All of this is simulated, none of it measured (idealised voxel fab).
process module | voxel transistor to metal
cross-section cut | 285 nm wide | cells 5 nm
A cross-section is a grid of square cells, given in bands from the top down. A band is one or more rows of cells.
Each band's line starts with the height of the band's top and of its bottom, in nm. Then come its materials from left to right, each with its width in nm. One material with "throughout" fills the band from edge to edge. "air" is empty space.
Height 0 is the level under which the wafer as received is all one material. The lowest band goes on downwards, as in "0 down".
A width such as "30 to 40" changes by the same amount from each row of cells to the next, from the band's top row to its bottom row.
"no change" after a step means that no cell of the cross-section changed.
closed voids: empty space of 8 cells or more with no open way to the top, each as width x height at its distance from the left edge, in nm
after a step's settings: what the simulator itself notes on the step
overlay nm, on a step with a mask: how far to the right of its planned place the mask lay; to the left if negative
plan
1 op RECEIVE | material Si
2 op OXIDIZE | depth nm 5
3 op CONFORMAL_DEP | material SiN | thk nm 15
4 op DIRECTIONAL_DEP | material aC | thk nm 10
5 op PATTERN | tone cover | mask id ACTIVE | material resist | width nm 105 | pitch nm 130 | thk nm 30 | overlay nm 0
6 op DIRECTIONAL_ETCH | etch materials aC | depth nm 10
7 op STRIP | etch materials resist
8 op DIRECTIONAL_ETCH | etch materials SiN | depth nm 15
9 op DIRECTIONAL_ETCH | etch materials SiO2 | depth nm 5
10 op DIRECTIONAL_ETCH | etch materials Si | depth nm 25
11 op STRIP | etch materials aC
12 op FILL_DEP | material SiO2 | thk nm 15
13 op CMP | height nm 15
14 op SELECTIVE_ETCH | etch materials SiO2 | depth nm 5
15 op STRIP | etch materials SiN
16 op SELECTIVE_ETCH | etch materials SiO2 | depth nm 5
17 op OXIDIZE | depth nm 5
18 op DIRECTIONAL_DEP | material polySi | thk nm 30
19 op DIRECTIONAL_DEP | material SiCN | thk nm 15
20 op MASKED_ETCH | tone cover | mask id GATE | width nm 35 | pitch nm 130 | etch materials SiCN | depth nm 25 | overlay nm 0
21 op MASKED_ETCH | tone cover | mask id GATE | width nm 35 | pitch nm 130 | etch materials polySi | depth nm 40 | overlay nm 0
22 op CONFORMAL_DEP | material SiN | thk nm 10
23 op DIRECTIONAL_ETCH | etch materials SiN | depth nm 10
24 op DIRECTIONAL_ETCH | etch materials SiO2 | depth nm 5
25 op DIRECTIONAL_ETCH | etch materials Si | depth nm 15
26 op EPI | material SiGe | thk nm 20
27 op FILL_DEP | material SiO2 | thk nm 10
28 op CMP | height nm 25
29 op STRIP | etch materials polySi
30 op SELECTIVE_ETCH | etch materials SiO2 | depth nm 5
31 op CONFORMAL_DEP | material HfO2 | thk nm 5
32 op CONFORMAL_DEP | material TiN | thk nm 5
33 op FILL_DEP | material W | thk nm 5
34 op CMP | height nm 20
35 op DIRECTIONAL_DEP | material SiO2 | thk nm 10
36 op PATTERN | tone open | mask id CONTACT | material resist | width nm 15 | thk nm 15 | overlay nm 0
37 op DIRECTIONAL_ETCH | etch materials SiO2 | depth nm 20
38 op STRIP | etch materials resist
39 op CONFORMAL_DEP | material TiN | thk nm 5
40 op FILL_DEP | material Ru | thk nm 10
41 op CMP | height nm 30
42 op DIRECTIONAL_DEP | material TiN | thk nm 5
43 op DIRECTIONAL_DEP | material W | thk nm 15
44 op DIRECTIONAL_DEP | material aC | thk nm 15
45 op PATTERN | tone cover | mask id METAL_1 | material resist | width nm 15 | thk nm 30 | overlay nm 0
46 op DIRECTIONAL_ETCH | etch materials aC | depth nm 15
47 op STRIP | etch materials resist
48 op DIRECTIONAL_ETCH | etch materials W | depth nm 15
49 op DIRECTIONAL_ETCH | etch materials TiN | depth nm 5
50 op STRIP | etch materials aC
51 op FILL_DEP | material SiO2 | thk nm 5
52 op CMP | height nm 50
53 op CONFORMAL_DEP | material SiCN | thk nm 5
54 op DIRECTIONAL_DEP | material lowk | thk nm 25
55 op MASKED_ETCH | tone open | mask id METAL_2 | width nm 15 | pitch nm 130 | etch materials lowk | depth nm 15 | overlay nm 0
56 op DIRECTIONAL_DEP | material aC | thk nm 15
57 op PATTERN | tone open | mask id METAL_2_HOLES | material resist | width nm 15 | pitch nm 130 | thk nm 30 | overlay nm 0
58 op DIRECTIONAL_ETCH | etch materials aC | depth nm 15
59 op STRIP | etch materials resist
60 op DIRECTIONAL_ETCH | etch materials lowk | depth nm 10
61 op DIRECTIONAL_ETCH | etch materials SiCN | depth nm 5
62 op STRIP | etch materials aC
63 op CONFORMAL_DEP | material TiN | thk nm 5
64 op FILL_DEP | material Cu | thk nm 5
65 op CMP | height nm 80
66 op CONFORMAL_DEP | material SiCN | thk nm 5
as received, after step 1
  0 down: Si throughout
  closed voids: none
a wafer at the end: this start, this plan, one mistake
  85 to 80: SiCN throughout
  80 to 55: lowk 30 | TiN 5 | Ru 5 | TiN 5 | lowk 115 | TiN 5 | Ru 5 | TiN 5 | lowk 110
  55 to 50: SiCN 30 | TiN 15 | SiCN 115 | TiN 15 | SiCN 110
  50 to 35: SiO2 30 | W 15 | SiO2 65 | W 15 | SiO2 35 | W 15 | SiO2 65 | W 15 | SiO2 30
  35 to 30: SiO2 30 | TiN 15 | SiO2 65 | TiN 15 | SiO2 35 | TiN 15 | SiO2 65 | TiN 15 | SiO2 30
  30 to 20: SiO2 30 | TiN 5 | Ru 5 | TiN 5 | SiO2 65 | TiN 5 | Ru 5 | TiN 5 | SiO2 35 | TiN 5 | Ru 5 | TiN 5 | SiO2 65 | TiN 5 | Ru 5 | TiN 5 | SiO2 30
  20 to 15: SiO2 30 | TiN 5 | Ru 5 | TiN 5 | SiO2 5 | SiN 10 | HfO2 5 | TiN 5 | W 15 | TiN 5 | HfO2 5 | SiN 10 | SiO2 5 | TiN 5 | Ru 5 | TiN 5 | SiO2 35 | TiN 5 | Ru 5 | TiN 5 | SiO2 5 | SiN 10 | HfO2 5 | TiN 5 | W 15 | TiN 5 | HfO2 5 | SiN 10 | SiO2 5 | TiN 5 | Ru 5 | TiN 5 | SiO2 30
  15 to 10: SiO2 30 | TiN 15 | SiO2 5 | SiN 10 | HfO2 5 | TiN 5 | W 15 | TiN 5 | HfO2 5 | SiN 10 | SiO2 5 | TiN 15 | SiO2 35 | TiN 15 | SiO2 5 | SiN 10 | HfO2 5 | TiN 5 | W 15 | TiN 5 | HfO2 5 | SiN 10 | SiO2 5 | TiN 15 | SiO2 30
  10 to 5: SiO2 25 | SiGe 25 | SiN 10 | HfO2 5 | TiN 5 | W 15 | TiN 5 | HfO2 5 | SiN 10 | SiGe 25 | SiO2 25 | SiGe 25 | SiN 10 | HfO2 5 | TiN 5 | W 15 | TiN 5 | HfO2 5 | SiN 10 | SiGe 25 | SiO2 25
  5 to 0: SiO2 20 | SiN 10 | SiGe 20 | SiN 10 | HfO2 5 | TiN 5 | W 15 | TiN 5 | HfO2 5 | SiN 10 | SiGe 20 | SiN 10 | SiO2 15 | SiN 10 | SiGe 20 | SiN 10 | HfO2 5 | TiN 5 | W 15 | TiN 5 | HfO2 5 | SiN 10 | SiGe 20 | SiN 10 | SiO2 20
  0 to -5: SiO2 20 | SiN 10 | SiGe 20 | SiN 10 | HfO2 5 | TiN 25 | HfO2 5 | SiN 10 | SiGe 20 | SiN 10 | SiO2 15 | SiN 10 | SiGe 20 | SiN 10 | HfO2 5 | TiN 25 | HfO2 5 | SiN 10 | SiGe 20 | SiN 10 | SiO2 20
  -5 to -10: SiO2 30 | SiGe 20 | SiO2 5 | HfO2 45 | SiO2 5 | SiGe 20 | SiO2 35 | SiGe 20 | SiO2 5 | HfO2 45 | SiO2 5 | SiGe 20 | SiO2 30
  -10 to -25: SiO2 25 | Si 5 | SiGe 20 | Si 55 | SiGe 20 | Si 5 | SiO2 25 | Si 5 | SiGe 20 | Si 55 | SiGe 20 | Si 5 | SiO2 25
  -25 to -30: SiO2 25 | Si 105 | SiO2 25 | Si 105 | SiO2 25
  -30 down: Si throughout
  closed voids: none
what went wrong: step 64 ran as: op FILL_DEP | material Ru | thk nm 5
